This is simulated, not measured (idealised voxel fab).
Process module in this document: voxel capacitor over wiring
Square cells of 5 nm make up the cross-section cut, whose width is 245 nm.
Format of a cross-section: grid, square cells. Given as bands. Order: top down. Band: one or more rows of cells. Basically the band line says how high the top is and how high the bottom is, in nm, and then what's in it from left to right, every material with its width in nm. Empty space shows up as "air", and if a single material carries "throughout" it runs the full band edge to edge. Beneath 0, the wafer as received is one material, and that level is where height counting begins. The lowest band goes on downward without a bottom; it is written like "0 and below". A width given as "30 to 40" starts at the first number in the band's top row and ends at the second number in its bottom row, shifting by an equal amount at every step from row to row. Step note "identical to before" = no cross-section cell changed. Basically, "Closed empty spaces" tells you about the enclosed voids: empty spaces with no open way to the top, 8 cells or bigger, each written width x height at distance, where distance is from the left edge, all in nm. after a step's settings: what the simulator itself notes on the step. A step's line can hold "overlay nm"; with a mask on that step, the setting says how far right of the planned place the mask lay, while a negative setting says it lay to the left.

-- These are the steps we planned for the process
1: RECEIVE | material Si
2: CONFORMAL_DEP | material SiO2 | thk nm 15
3: DIRECTIONAL_DEP | material TiN | thk nm 5
4: DIRECTIONAL_DEP | material W | thk nm 25
5: DIRECTIONAL_DEP | material aC | thk nm 10
6: PATTERN | tone cover | mask id METAL_1 | material resist | width nm 25 | pitch nm 80 | thk nm 30 | overlay nm 0
7: DIRECTIONAL_ETCH | etch materials aC | depth nm 10
8: STRIP | etch materials resist
9: DIRECTIONAL_ETCH | etch materials W | depth nm 25
10: DIRECTIONAL_ETCH | etch materials TiN | depth nm 5
11: STRIP | etch materials aC
12: CONFORMAL_DEP | material SiCN | thk nm 5
13: FILL_DEP | material lowk | thk nm 10
14: CMP | height nm 45
15: CONFORMAL_DEP | material SiCN | thk nm 5
16: DIRECTIONAL_DEP | material lowk | thk nm 10
17: DIRECTIONAL_DEP | material aC | thk nm 10
18: PATTERN | tone open | mask id PLUG_1 | material resist | width nm 15 | thk nm 30 | overlay nm 0
19: DIRECTIONAL_ETCH | etch materials aC | depth nm 10
20: STRIP | etch materials resist
21: DIRECTIONAL_ETCH | etch materials lowk | depth nm 10
22: DIRECTIONAL_ETCH | etch materials SiCN | depth nm 5
23: STRIP | etch materials aC
24: CONFORMAL_DEP | material TiN | thk nm 5
25: FILL_DEP | material Cu | thk nm 5
26: CMP | height nm 60
27: DIRECTIONAL_DEP | material TiN | thk nm 5
28: DIRECTIONAL_DEP | material SiN | thk nm 5
29: DIRECTIONAL_DEP | material TiN | thk nm 5
30: DIRECTIONAL_DEP | material aC | thk nm 10
31: PATTERN | tone cover | mask id UPPER_PLATE | material resist | width nm 60 | thk nm 30 | overlay nm 0
32: DIRECTIONAL_ETCH | etch materials aC | depth nm 10
33: STRIP | etch materials resist
34: DIRECTIONAL_ETCH | etch materials TiN | depth nm 5
35: DIRECTIONAL_ETCH | etch materials SiN | depth nm 5
36: STRIP | etch materials aC
37: PATTERN | tone cover | mask id LOWER_PLATE | material resist | width nm 70 | thk nm 20 | overlay nm 0
38: DIRECTIONAL_ETCH | etch materials TiN | depth nm 5
39: STRIP | etch materials resist
40: FILL_DEP | material SiO2 | thk nm 20
41: CMP | height nm 90
42: MASKED_ETCH | tone open | mask id PLUG_2 | width nm 15 | etch materials SiO2 | depth nm 15 | overlay nm 0
43: CONFORMAL_DEP | material TiN | thk nm 5
44: FILL_DEP | material Cu | thk nm 10
45: CMP | height nm 90
46: CONFORMAL_DEP | material SiN | thk nm 5

-- Below: the first of two wafers, run as planned

-- Step 1 complete: cross-section of the wafer as received
* 0 and below  Si throughout
* Closed empty spaces: none

-- Cross-section of the wafer after step 2
* 15 down to 0  SiO2 throughout
* All layers under 0 are left as they were.

-- Cross-section of the wafer after step 3
* 20 down to 15  TiN throughout
* All layers under 15 are left as they were.

-- Cross-section of the wafer after step 4
* 45 down to 20  W throughout
* All layers under 20 are left as they were.

-- Cross-section of the wafer after step 5
* 55 down to 45  aC throughout
* All layers under 45 are left as they were.

-- Cross-section of the wafer after step 6
* 85 down to 55  air 70, resist 25, air 55, resist 25, air 70
* All layers under 55 are left as they were.

-- Cross-section of the wafer after step 7
* 75 down to 55  air 70, resist 25, air 55, resist 25, air 70
* 55 down to 45  air 70, aC 25, air 55, aC 25, air 70
* All layers under 45 are left as they were.

-- Cross-section of the wafer after step 8
* 55 down to 45  air 70, aC 25, air 55, aC 25, air 70
* All layers under 45 are left as they were.

-- Cross-section of the wafer after step 9
* 55 down to 45  air 70, aC 25, air 55, aC 25, air 70
* 45 down to 20  air 70, W 25, air 55, W 25, air 70
* All layers under 20 are left as they were.

-- Cross-section of the wafer after step 10
* 55 down to 45  air 70, aC 25, air 55, aC 25, air 70
* 45 down to 20  air 70, W 25, air 55, W 25, air 70
* 20 down to 15  air 70, TiN 25, air 55, TiN 25, air 70
* All layers under 15 are left as they were.

-- Cross-section of the wafer after step 11
* 45 down to 20  air 70, W 25, air 55, W 25, air 70
* All layers under 20 are left as they were.

-- Cross-section of the wafer after step 12
* 50 down to 45  air 65, SiCN 35, air 45, SiCN 35, air 65
* 45 down to 20  air 65, SiCN 5, W 25, SiCN 5, air 45, SiCN 5, W 25, SiCN 5, air 65
* 20 down to 15  SiCN 70, TiN 25, SiCN 55, TiN 25, SiCN 70
* All layers under 15 are left as they were.

-- Cross-section of the wafer after step 13
* 60 down to 50  lowk throughout
* 50 down to 45  lowk 65, SiCN 35, lowk 45, SiCN 35, lowk 65
* 45 down to 20  lowk 65, SiCN 5, W 25, SiCN 5, lowk 45, SiCN 5, W 25, SiCN 5, lowk 65
* All layers under 20 are left as they were.

-- Cross-section of the wafer after step 14
* 45 down to 20  lowk 65, SiCN 5, W 25, SiCN 5, lowk 45, SiCN 5, W 25, SiCN 5, lowk 65
* All layers under 20 are left as they were.

-- Cross-section of the wafer after step 15
* 50 down to 45  SiCN throughout
* All layers under 45 are left as they were.

-- Cross-section of the wafer after step 16
* 60 down to 50  lowk throughout
* All layers under 50 are left as they were.

-- Cross-section of the wafer after step 17
* 70 down to 60  aC throughout
* All layers under 60 are left as they were.

-- Cross-section of the wafer after step 18
* 100 down to 70  resist 80, air 15, resist 150
* All layers under 70 are left as they were.

-- Cross-section of the wafer after step 19
* 90 down to 70  resist 80, air 15, resist 150
* 70 down to 60  aC 80, air 15, aC 150
* All layers under 60 are left as they were.

-- Cross-section of the wafer after step 20
* 70 down to 60  aC 80, air 15, aC 150
* All layers under 60 are left as they were.

-- Cross-section of the wafer after step 21
* 70 down to 60  aC 80, air 15, aC 150
* 60 down to 50  lowk 80, air 15, lowk 150
* All layers under 50 are left as they were.

-- Cross-section of the wafer after step 22
* 70 down to 60  aC 80, air 15, aC 150
* 60 down to 50  lowk 80, air 15, lowk 150
* 50 down to 45  SiCN 80, air 15, SiCN 150
* All layers under 45 are left as they were.

-- Cross-section of the wafer after step 23
* 60 down to 50  lowk 80, air 15, lowk 150
* All layers under 50 are left as they were.

-- Cross-section of the wafer after step 24
* 65 down to 60  TiN 85, air 5, TiN 155
* 60 down to 50  lowk 80, TiN 5, air 5, TiN 5, lowk 150
* 50 down to 45  SiCN 80, TiN 15, SiCN 150
* All layers under 45 are left as they were.

-- Cross-section of the wafer after step 25
* 70 down to 65  Cu throughout
* 65 down to 60  TiN 85, Cu 5, TiN 155
* 60 down to 50  lowk 80, TiN 5, Cu 5, TiN 5, lowk 150
* All layers under 50 are left as they were.

-- Cross-section of the wafer after step 26
* 60 down to 50  lowk 80, TiN 5, Cu 5, TiN 5, lowk 150
* All layers under 50 are left as they were.

-- Cross-section of the wafer after step 27
* 65 down to 60  TiN throughout
* All layers under 60 are left as they were.

-- Cross-section of the wafer after step 28
* 70 down to 65  SiN throughout
* All layers under 65 are left as they were.

-- Cross-section of the wafer after step 29
* 75 down to 70  TiN throughout
* All layers under 70 are left as they were.

-- Cross-section of the wafer after step 30
* 85 down to 75  aC throughout
* All layers under 75 are left as they were.

-- Cross-section of the wafer after step 31
* 115 down to 85  air 80, resist 60, air 105
* All layers under 85 are left as they were.

-- Cross-section of the wafer after step 32
* 105 down to 85  air 80, resist 60, air 105
* 85 down to 75  air 80, aC 60, air 105
* All layers under 75 are left as they were.

-- Cross-section of the wafer after step 33
* 85 down to 75  air 80, aC 60, air 105
* All layers under 75 are left as they were.

-- Cross-section of the wafer after step 34
* 85 down to 75  air 80, aC 60, air 105
* 75 down to 70  air 80, TiN 60, air 105
* All layers under 70 are left as they were.

-- Cross-section of the wafer after step 35
* 85 down to 75  air 80, aC 60, air 105
* 75 down to 70  air 80, TiN 60, air 105
* 70 down to 65  air 80, SiN 60, air 105
* All layers under 65 are left as they were.

-- Cross-section of the wafer after step 36
* 75 down to 70  air 80, TiN 60, air 105
* All layers under 70 are left as they were.

-- Cross-section of the wafer after step 37
* 95 down to 75  air 75, resist 70, air 100
* 75 down to 70  air 75, resist 5, TiN 60, resist 5, air 100
* 70 down to 65  air 75, resist 5, SiN 60, resist 5, air 100
* All layers under 65 are left as they were.

-- Cross-section of the wafer after step 38
* 95 down to 75  air 75, resist 70, air 100
* 75 down to 70  air 75, resist 5, TiN 60, resist 5, air 100
* 70 down to 65  air 75, resist 5, SiN 60, resist 5, air 100
* 65 down to 60  air 75, TiN 70, air 100
* All layers under 60 are left as they were.

-- Cross-section of the wafer after step 39
* 75 down to 70  air 80, TiN 60, air 105
* 70 down to 65  air 80, SiN 60, air 105
* All layers under 65 are left as they were.

-- Cross-section of the wafer after step 40
* 95 down to 75  SiO2 throughout
* 75 down to 70  SiO2 80, TiN 60, SiO2 105
* 70 down to 65  SiO2 80, SiN 60, SiO2 105
* 65 down to 60  SiO2 75, TiN 70, SiO2 100
* All layers under 60 are left as they were.

-- Cross-section of the wafer after step 41
* 90 down to 75  SiO2 throughout
* All layers under 75 are left as they were.

-- Cross-section of the wafer after step 42
* 90 down to 75  SiO2 90, air 15, SiO2 140
* All layers under 75 are left as they were.

-- Cross-section of the wafer after step 43
* 95 down to 90  TiN 95, air 5, TiN 145
* 90 down to 80  SiO2 90, TiN 5, air 5, TiN 5, SiO2 140
* 80 down to 70  SiO2 90 to 80, TiN 15 to 60, SiO2 140 to 105
* All layers under 70 are left as they were.

-- Cross-section of the wafer after step 44
* 105 down to 95  Cu throughout
* 95 down to 90  TiN 95, Cu 5, TiN 145
* 90 down to 80  SiO2 90, TiN 5, Cu 5, TiN 5, SiO2 140
* All layers under 80 are left as they were.

-- Cross-section of the wafer after step 45
* 90 down to 80  SiO2 90, TiN 5, Cu 5, TiN 5, SiO2 140
* All layers under 80 are left as they were.

-- Cross-section of the wafer after step 46
* 95 down to 90  SiN throughout
* All layers under 90 are left as they were.

-- Second wafer - shared start and plan with the first - one error in running - same as the first up to step 1 inclusive

-- What the second wafer looks like in cross-section when step 2 should have wrapped up
* 30 down to 0  SiO2 throughout
* All layers under 0 are left as they were.

-- What the second wafer looks like in cross-section when step 3 should have wrapped up
* 35 down to 30  TiN throughout
* All layers under 30 are left as they were.

-- What the second wafer looks like in cross-section when step 4 should have wrapped up
* 60 down to 35  W throughout
* All layers under 35 are left as they were.

-- What the second wafer looks like in cross-section when step 5 should have wrapped up
* 70 down to 60  aC throughout
* All layers under 60 are left as they were.

-- What the second wafer looks like in cross-section when step 6 should have wrapped up
* 100 down to 70  air 70, resist 25, air 55, resist 25, air 70
* All layers under 70 are left as they were.

-- What the second wafer looks like in cross-section when step 7 should have wrapped up
* 90 down to 70  air 70, resist 25, air 55, resist 25, air 70
* 70 down to 60  air 70, aC 25, air 55, aC 25, air 70
* All layers under 60 are left as they were.

-- What the second wafer looks like in cross-section when step 8 should have wrapped up
* 70 down to 60  air 70, aC 25, air 55, aC 25, air 70
* All layers under 60 are left as they were.

-- What the second wafer looks like in cross-section when step 9 should have wrapped up
* 70 down to 60  air 70, aC 25, air 55, aC 25, air 70
* 60 down to 35  air 70, W 25, air 55, W 25, air 70
* All layers under 35 are left as they were.

-- What the second wafer looks like in cross-section when step 10 should have wrapped up
* 70 down to 60  air 70, aC 25, air 55, aC 25, air 70
* 60 down to 35  air 70, W 25, air 55, W 25, air 70
* 35 down to 30  air 70, TiN 25, air 55, TiN 25, air 70
* All layers under 30 are left as they were.

-- What the second wafer looks like in cross-section when step 11 should have wrapped up
* 60 down to 35  air 70, W 25, air 55, W 25, air 70
* All layers under 35 are left as they were.

-- What the second wafer looks like in cross-section when step 12 should have wrapped up
* 65 down to 60  air 65, SiCN 35, air 45, SiCN 35, air 65
* 60 down to 35  air 65, SiCN 5, W 25, SiCN 5, air 45, SiCN 5, W 25, SiCN 5, air 65
* 35 down to 30  SiCN 70, TiN 25, SiCN 55, TiN 25, SiCN 70
* All layers under 30 are left as they were.

-- What the second wafer looks like in cross-section when step 13 should have wrapped up
* 75 down to 65  lowk throughout
* 65 down to 60  lowk 65, SiCN 35, lowk 45, SiCN 35, lowk 65
* 60 down to 35  lowk 65, SiCN 5, W 25, SiCN 5, lowk 45, SiCN 5, W 25, SiCN 5, lowk 65
* All layers under 35 are left as they were.

-- What the second wafer looks like in cross-section when step 14 should have wrapped up
* 45 down to 35  lowk 65, SiCN 5, W 25, SiCN 5, lowk 45, SiCN 5, W 25, SiCN 5, lowk 65
* All layers under 35 are left as they were.

-- What the second wafer looks like in cross-section when step 15 should have wrapped up
* 50 down to 45  SiCN throughout
* All layers under 45 are left as they were.

-- What the second wafer looks like in cross-section when step 16 should have wrapped up
* 60 down to 50  lowk throughout
* All layers under 50 are left as they were.

-- What the second wafer looks like in cross-section when step 17 should have wrapped up
* 70 down to 60  aC throughout
* All layers under 60 are left as they were.

-- What the second wafer looks like in cross-section when step 18 should have wrapped up
* 100 down to 70  resist 80, air 15, resist 150
* All layers under 70 are left as they were.

-- What the second wafer looks like in cross-section when step 19 should have wrapped up
* 90 down to 70  resist 80, air 15, resist 150
* 70 down to 60  aC 80, air 15, aC 150
* All layers under 60 are left as they were.

-- What the second wafer looks like in cross-section when step 20 should have wrapped up
* 70 down to 60  aC 80, air 15, aC 150
* All layers under 60 are left as they were.

-- What the second wafer looks like in cross-section when step 21 should have wrapped up
* 70 down to 60  aC 80, air 15, aC 150
* 60 down to 50  lowk 80, air 15, lowk 150
* All layers under 50 are left as they were.

-- What the second wafer looks like in cross-section when step 22 should have wrapped up
* 70 down to 60  aC 80, air 15, aC 150
* 60 down to 50  lowk 80, air 15, lowk 150
* 50 down to 45  SiCN 80, air 15, SiCN 150
* All layers under 45 are left as they were.

-- What the second wafer looks like in cross-section when step 23 should have wrapped up
* 60 down to 50  lowk 80, air 15, lowk 150
* All layers under 50 are left as they were.

-- What the second wafer looks like in cross-section when step 24 should have wrapped up
* 65 down to 60  TiN 85, air 5, TiN 155
* 60 down to 50  lowk 80, TiN 5, air 5, TiN 5, lowk 150
* 50 down to 45  SiCN 80, TiN 15, SiCN 150
* All layers under 45 are left as they were.

-- What the second wafer looks like in cross-section when step 25 should have wrapped up
* 70 down to 65  Cu throughout
* 65 down to 60  TiN 85, Cu 5, TiN 155
* 60 down to 50  lowk 80, TiN 5, Cu 5, TiN 5, lowk 150
* All layers under 50 are left as they were.

-- What the second wafer looks like in cross-section when step 26 should have wrapped up
* 60 down to 50  lowk 80, TiN 5, Cu 5, TiN 5, lowk 150
* All layers under 50 are left as they were.

-- What the second wafer looks like in cross-section when step 27 should have wrapped up
* 65 down to 60  TiN throughout
* All layers under 60 are left as they were.

-- What the second wafer looks like in cross-section when step 28 should have wrapped up
* 70 down to 65  SiN throughout
* All layers under 65 are left as they were.

-- What the second wafer looks like in cross-section when step 29 should have wrapped up
* 75 down to 70  TiN throughout
* All layers under 70 are left as they were.

-- What the second wafer looks like in cross-section when step 30 should have wrapped up
* 85 down to 75  aC throughout
* All layers under 75 are left as they were.

-- What the second wafer looks like in cross-section when step 31 should have wrapped up
* 115 down to 85  air 80, resist 60, air 105
* All layers under 85 are left as they were.

-- What the second wafer looks like in cross-section when step 32 should have wrapped up
* 105 down to 85  air 80, resist 60, air 105
* 85 down to 75  air 80, aC 60, air 105
* All layers under 75 are left as they were.

-- What the second wafer looks like in cross-section when step 33 should have wrapped up
* 85 down to 75  air 80, aC 60, air 105
* All layers under 75 are left as they were.

-- What the second wafer looks like in cross-section when step 34 should have wrapped up
* 85 down to 75  air 80, aC 60, air 105
* 75 down to 70  air 80, TiN 60, air 105
* All layers under 70 are left as they were.

-- What the second wafer looks like in cross-section when step 35 should have wrapped up
* 85 down to 75  air 80, aC 60, air 105
* 75 down to 70  air 80, TiN 60, air 105
* 70 down to 65  air 80, SiN 60, air 105
* All layers under 65 are left as they were.

-- What the second wafer looks like in cross-section when step 36 should have wrapped up
* 75 down to 70  air 80, TiN 60, air 105
* All layers under 70 are left as they were.

-- What the second wafer looks like in cross-section when step 37 should have wrapped up
* 95 down to 75  air 75, resist 70, air 100
* 75 down to 70  air 75, resist 5, TiN 60, resist 5, air 100
* 70 down to 65  air 75, resist 5, SiN 60, resist 5, air 100
* All layers under 65 are left as they were.

-- What the second wafer looks like in cross-section when step 38 should have wrapped up
* 95 down to 75  air 75, resist 70, air 100
* 75 down to 70  air 75, resist 5, TiN 60, resist 5, air 100
* 70 down to 65  air 75, resist 5, SiN 60, resist 5, air 100
* 65 down to 60  air 75, TiN 70, air 100
* All layers under 60 are left as they were.

-- What the second wafer looks like in cross-section when step 39 should have wrapped up
* 75 down to 70  air 80, TiN 60, air 105
* 70 down to 65  air 80, SiN 60, air 105
* All layers under 65 are left as they were.

-- What the second wafer looks like in cross-section when step 40 should have wrapped up
* 95 down to 75  SiO2 throughout
* 75 down to 70  SiO2 80, TiN 60, SiO2 105
* 70 down to 65  SiO2 80, SiN 60, SiO2 105
* 65 down to 60  SiO2 75, TiN 70, SiO2 100
* All layers under 60 are left as they were.

-- What the second wafer looks like in cross-section when step 41 should have wrapped up
* 90 down to 75  SiO2 throughout
* All layers under 75 are left as they were.

-- What the second wafer looks like in cross-section when step 42 should have wrapped up
* 90 down to 75  SiO2 90, air 15, SiO2 140
* All layers under 75 are left as they were.

-- What the second wafer looks like in cross-section when step 43 should have wrapped up
* 95 down to 90  TiN 95, air 5, TiN 145
* 90 down to 80  SiO2 90, TiN 5, air 5, TiN 5, SiO2 140
* 80 down to 70  SiO2 90 to 80, TiN 15 to 60, SiO2 140 to 105
* All layers under 70 are left as they were.

-- What the second wafer looks like in cross-section when step 44 should have wrapped up
* 105 down to 95  Cu throughout
* 95 down to 90  TiN 95, Cu 5, TiN 145
* 90 down to 80  SiO2 90, TiN 5, Cu 5, TiN 5, SiO2 140
* All layers under 80 are left as they were.

-- What the second wafer looks like in cross-section when step 45 should have wrapped up
* 90 down to 80  SiO2 90, TiN 5, Cu 5, TiN 5, SiO2 140
* All layers under 80 are left as they were.

-- What the second wafer looks like in cross-section when step 46 should have wrapped up
* 95 down to 90  SiN throughout
* All layers under 90 are left as they were.
Misprocessing identified: twice, step 2 of the plan was run
The final cell counts differ between the wafers, with the second having more or fewer of some materials than the first: SiCN -12, SiO2 +147, W -30, lowk -105
